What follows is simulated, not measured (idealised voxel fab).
Process module under the name voxel double patterning
The figure presents cross-section cut, which has a width of 150 nm and is divided into square cells with an edge length of 5 nm.
A cross-section is a grid of square cells, given in bands from the top down. A band is one or more rows of cells.
Read a band's entry like this: the first values are the height of its top and the height of its bottom in nm, and what follows is the sequence of materials from left to right, each with its width in nm. Note that "blank" is empty space, and that a single material marked "edge to edge" reaches across the band from edge to edge.
A quick word on heights: they are counted from 0, and under that level the wafer as it came to us is one material throughout. The lowest band is different from the rest in having no bottom; it simply continues downward, written as in "from 0 down".
Per-row width for "30 to 40": begins at first number (top row of band), ends at second number (bottom row), increment between rows held constant.
Given "everything unchanged" for a step, no cell of the cross-section differs between before and after that step.
Reported under the label "Internal closed voids" are the empty spaces having no open way to the top and comprising 8 cells or more; the notation for each is width x height at distance, in which the distance is measured from the left edge and all three values are in nm.
Whatever follows a step's settings on its line is a remark the simulator itself makes about that step.
overlay nm: for a step with a mask, the amount by which the mask lay right of where it was planned; a negative amount means left of it.

### Process steps - plan
1. RECEIVE (material Si)
2. CONFORMAL_DEP (material SiO2; thk nm 10)
3. DIRECTIONAL_DEP (material TiN; thk nm 10)
4. DIRECTIONAL_DEP (material SiN; thk nm 5)
5. MASKED_ETCH (tone open; mask id FIRST; width nm 15; pitch nm 50; etch materials SiN; depth nm 5; overlay nm 0)
6. DIRECTIONAL_DEP (material aC; thk nm 15)
7. PATTERN (tone open; mask id SECOND; material resist; width nm 15; pitch nm 50; thk nm 35; overlay nm 0)
8. DIRECTIONAL_ETCH (etch materials aC; depth nm 15)
9. STRIP (etch materials resist)
10. DIRECTIONAL_ETCH (etch materials SiN; depth nm 5)
11. STRIP (etch materials aC)
12. DIRECTIONAL_ETCH (etch materials TiN; depth nm 10)
13. STRIP (etch materials SiN)

### The cross-section here shows the wafer as received, i.e. in its state after step 1
    from 0 down = Si edge to edge
    Internal closed voids: none

### First of two wafers, end-of-module section, run followed plan
    from 20 to 10 = TiN 15 | blank 15 | TiN 10 | blank 15 | TiN 10 | blank 15 | TiN 10 | blank 15 | TiN 10 | blank 15 | TiN 20
    from 10 to 0 = SiO2 edge to edge
    from 0 down = Si edge to edge
    Internal closed voids: none

### So this is wafer number two of the two, cut at the end of the module - it started where the first did and had the same plan, we just got one thing wrong running it
    from 20 to 10 = blank 40 | TiN 15 | blank 35 | TiN 15 | blank 45
    from 10 to 0 = SiO2 edge to edge
    from 0 down = Si edge to edge
    Internal closed voids: none
Run error: not per plan at step 7, really ran PATTERN (tone cover; mask id SECOND; material resist; width nm 15; pitch nm 50; thk nm 35; overlay nm 0)
The second wafer ends with more or fewer cells of some materials than the first, per final count: -18 TiN
